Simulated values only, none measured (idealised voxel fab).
Presented below is a process module, voxel transistor to metal.
Shown is cross-section cut, with a width of 215 nm and square cells of size 5 nm.
Notation: cross-section as square-cell grid; stated in bands, top first, going down; one or more cell rows per band.
A band entry consists of two parts. The first gives the height of the band's top and the height of its bottom, in nm. The rest lists the band's materials from left to right, each with its width in nm. A single material labelled with the word "all across" fills the band from edge to edge, and the word "empty" marks empty space.
Note: height 0 marks the level under which the wafer is uniformly one material as received. Lowest band unbounded below, written "0 nm and below".
Quick explanation for "30->40": the width changes in equal steps down the rows of cells, from the first number in the band's top row to the second number in its bottom row.
The cross-section has no changed cell in any step marked "same as before".
Under "Closed void entries" you'll find the enclosed gaps, the ones with no way out to the top, that are 8 cells or bigger; each reads width x height at distance, with distance counted from the left edge, everything in nm.
Text after the settings on a step's line: the simulator's own remark on that step.
"overlay nm" denotes, for a step that has a mask, the displacement of the mask to the right of its planned place, with negative values corresponding to the left.

STEPS IN THE PROCESS PLAN
1: op RECEIVE | material Si
2: op CONFORMAL_DEP | material SiO2 | thk nm 5
3: op CONFORMAL_DEP | material SiN | thk nm 15
4: op MASKED_ETCH | tone cover | mask id ACTIVE | width nm 100 | etch materials SiN | depth nm 15 | overlay nm 0
5: op MASKED_ETCH | tone cover | mask id ACTIVE | width nm 100 | etch materials SiO2 | depth nm 5 | overlay nm 0
6: op MASKED_ETCH | tone cover | mask id ACTIVE | width nm 100 | etch materials Si | depth nm 20 | overlay nm 0
7: op OXIDIZE | depth nm 5
8: op FILL_DEP | material SiO2 | thk nm 10
9: op CMP | height nm 20
10: op SELECTIVE_ETCH | etch materials SiO2 | depth nm 10
11: op STRIP | etch materials SiN
12: op SELECTIVE_ETCH | etch materials SiO2 | depth nm 5
13: op OXIDIZE | depth nm 5
14: op DIRECTIONAL_DEP | material polySi | thk nm 30
15: op DIRECTIONAL_DEP | material SiCN | thk nm 15
16: op DIRECTIONAL_DEP | material aC | thk nm 10
17: op PATTERN | tone cover | mask id GATE | material resist | width nm 20 | thk nm 25 | overlay nm 0
18: op DIRECTIONAL_ETCH | etch materials aC | depth nm 10
19: op STRIP | etch materials resist
20: op DIRECTIONAL_ETCH | etch materials SiCN | depth nm 25
21: op DIRECTIONAL_ETCH | etch materials polySi | depth nm 40
22: op STRIP | etch materials aC
23: op CONFORMAL_DEP | material SiO2 | thk nm 5
24: op DIRECTIONAL_ETCH | etch materials SiO2 | depth nm 5
25: op CONFORMAL_DEP | material SiN | thk nm 10
26: op DIRECTIONAL_ETCH | etch materials SiN | depth nm 10
27: op DIRECTIONAL_ETCH | etch materials SiO2 | depth nm 5
28: op EPI | material SiGe | thk nm 5
29: op FILL_DEP | material SiO2 | thk nm 10
30: op CMP | height nm 45
31: op DIRECTIONAL_DEP | material SiO2 | thk nm 15
32: op DIRECTIONAL_DEP | material aC | thk nm 10
33: op PATTERN | tone open | mask id CONTACT | material resist | width nm 30 | pitch nm 60 | thk nm 30 | overlay nm 0
34: op DIRECTIONAL_ETCH | etch materials aC | depth nm 10
35: op STRIP | etch materials resist
36: op DIRECTIONAL_ETCH | etch materials SiO2 | depth nm 60
37: op STRIP | etch materials aC
38: op CONFORMAL_DEP | material TiN | thk nm 5
39: op FILL_DEP | material Ru | thk nm 5
40: op CMP | height nm 60
41: op DIRECTIONAL_DEP | material TiN | thk nm 5
42: op DIRECTIONAL_DEP | material Ru | thk nm 15
43: op MASKED_ETCH | tone cover | mask id METAL_1 | width nm 20 | pitch nm 70 | etch materials Ru | depth nm 15 | overlay nm 0
44: op MASKED_ETCH | tone cover | mask id METAL_1 | width nm 20 | pitch nm 70 | etch materials TiN | depth nm 5 | overlay nm 0
45: op CONFORMAL_DEP | material SiN | thk nm 5
46: op FILL_DEP | material lowk | thk nm 5
47: op CMP | height nm 80
48: op CONFORMAL_DEP | material SiCN | thk nm 5
49: op DIRECTIONAL_DEP | material SiO2 | thk nm 25
50: op MASKED_ETCH | tone open | mask id METAL_2 | width nm 20 | pitch nm 70 | etch materials SiO2 | depth nm 15 | overlay nm 0
51: op MASKED_ETCH | tone open | mask id METAL_2_HOLES | width nm 15 | pitch nm 70 | etch materials SiO2 | depth nm 10 | overlay nm 0
52: op MASKED_ETCH | tone open | mask id METAL_2_HOLES | width nm 15 | pitch nm 70 | etch materials SiCN | depth nm 5 | overlay nm 0
53: op CONFORMAL_DEP | material TiN | thk nm 5
54: op FILL_DEP | material Cu | thk nm 5
55: op CMP | height nm 110
56: op CONFORMAL_DEP | material SiCN | thk nm 5

WAFER AT RECEIPT (POST STEP 1), CROSS-SECTION
  0 nm and below: Si all across
  Closed void entries: none

THE FOLLOWING CROSS-SECTION DEPICTS THE WAFER UPON CONCLUSION OF THE MODULE. PROCESSING COMMENCED FROM THE STARTING CONDITION ILLUSTRATED ABOVE AND ADHERED TO THE PLAN ILLUSTRATED ABOVE, SAVE FOR ONE MISTAKE IN EXECUTION
  115 nm to 110 nm: SiCN all across
  110 nm to 100 nm: SiO2=60, TiN=5, Cu=10, TiN=5, SiO2=50, TiN=5, Cu=10, TiN=5, SiO2=65
  100 nm to 95 nm: SiO2=60, TiN=5, Cu=5, TiN=10, SiO2=50, TiN=5, Cu=5, TiN=10, SiO2=65
  95 nm to 85 nm: SiO2=60, TiN=5, Cu=5, TiN=5, SiO2=55, TiN=5, Cu=5, TiN=5, SiO2=70
  85 nm to 80 nm: SiCN=60, TiN=15, SiCN=55, TiN=15, SiCN=70
  80 nm to 65 nm: lowk=55, SiN=5, Ru=20, SiN=5, lowk=40, SiN=5, Ru=20, SiN=5, lowk=60
  65 nm to 60 nm: SiN=60, TiN=20, SiN=50, TiN=20, SiN=65
  60 nm to 50 nm: SiO2=60, TiN=5, Ru=20, TiN=5, SiO2=30, TiN=5, Ru=20, TiN=5, SiO2=65
  50 nm to 45 nm: SiO2=60, TiN=5, Ru=10, TiN=15, SiO2=30, TiN=15, Ru=10, TiN=5, SiO2=65
  45 nm to 35 nm: SiO2=60, TiN=5, Ru=10, TiN=5, SiN=10, SiO2=5, SiCN=20, SiO2=5, SiN=10, TiN=5, Ru=10, TiN=5, SiO2=65
  35 nm to 10 nm: SiO2=60, TiN=5, Ru=10, TiN=5, SiN=10, SiO2=5, polySi=20, SiO2=5, SiN=10, TiN=5, Ru=10, TiN=5, SiO2=65
  10 nm to 5 nm: SiO2=60, TiN=20, SiN=10, SiO2=5, polySi=20, SiO2=5, SiN=10, TiN=20, SiO2=65
  5 nm to 0 nm: SiO2=55, SiGe=25, SiO2=50, SiGe=25, SiO2=60
  0 nm to -25 nm: SiO2=60, Si=90, SiO2=65
  -25 nm and below: Si all across
  Closed void entries: none
The mistake made against the process plan was this: deviation from plan: step 12 and step 11 executed in one another's positions
